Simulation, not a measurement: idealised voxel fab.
The document below concerns the process module designated voxel fin reveal.
Section cut is 245 nm wide and gridded with 5 nm square cells.
Cross-section format: a grid of square cells, given as bands from top to bottom; each band is one or more rows of cells. Top height, bottom height, nm. Materials left to right, width each, nm. Single material + "full width" = fills band edge to edge. "blank" = empty. Counting heights begins at 0, where everything beneath is, in the wafer as received, one material. The lowest band has no bottom; it goes on downwards, as "from 0 down" shows. Per-row width for "30->40": begins at first number (top row of band), ends at second number (bottom row), increment between rows held constant. The cross-section has no changed cell in any step marked "stayed the same". So "Closed internal cavities" is basically the list of trapped voids: any empty space of 8 cells or more that can't reach the top through an opening. They're written width x height at distance, the distance being from the left edge, and it's all nm. On each step's line, the part that comes after the settings is the simulator's own comment on the step. For masked steps, "overlay nm" on the step line gives how far right of plan the mask actually lay; a minus sign means it lay to the left.
**Set out below are the planned steps of the process**
1) RECEIVE [material Si]
2) CONFORMAL_DEP [material SiN] [thk nm 10]
3) MASKED_ETCH [tone cover] [mask id FINS] [width nm 15] [pitch nm 40] [etch materials SiN] [depth nm 10] [overlay nm 0]
4) MASKED_ETCH [tone cover] [mask id FINS] [width nm 15] [pitch nm 40] [etch materials Si] [depth nm 35] [overlay nm 0]
5) OXIDIZE [depth nm 5]
6) FILL_DEP [material SiO2] [thk nm 15]
7) CMP [height nm 10]
8) SELECTIVE_ETCH [etch materials SiO2] [depth nm 30]
9) STRIP [etch materials SiN]
**Cross-section of the wafer upon arrival, representing the state reached after step 1**
> from 0 down: Si full width
> Closed internal cavities: none
**Cross-section, first of two wafers, end of module, run as planned**
> from 0 to -20: blank: 100  Si: 5  blank: 35  Si: 5  blank: 100
> from -20 to -40: SiO2: 100  Si: 5  SiO2: 35  Si: 5  SiO2: 100
> from -40 down: Si full width
> Closed internal cavities: none
**Here's the second of our two wafers sectioned at module end. Same start as the first, same plan, but one mistake got made running it**
> from 10 to 0: blank: 95  SiN: 15  blank: 25  SiN: 15  blank: 95
> from 0 to -40: blank: 100  Si: 5  blank: 35  Si: 5  blank: 100
> from -40 down: Si full width
> Closed internal cavities: none
Deviation noted in wafer processing: step 9 off recipe, ran as STRIP [etch materials SiO2]
Final comparison by cell count, materials where the second wafer has more or fewer than the first: SiN: 12 more, SiO2: 188 fewer
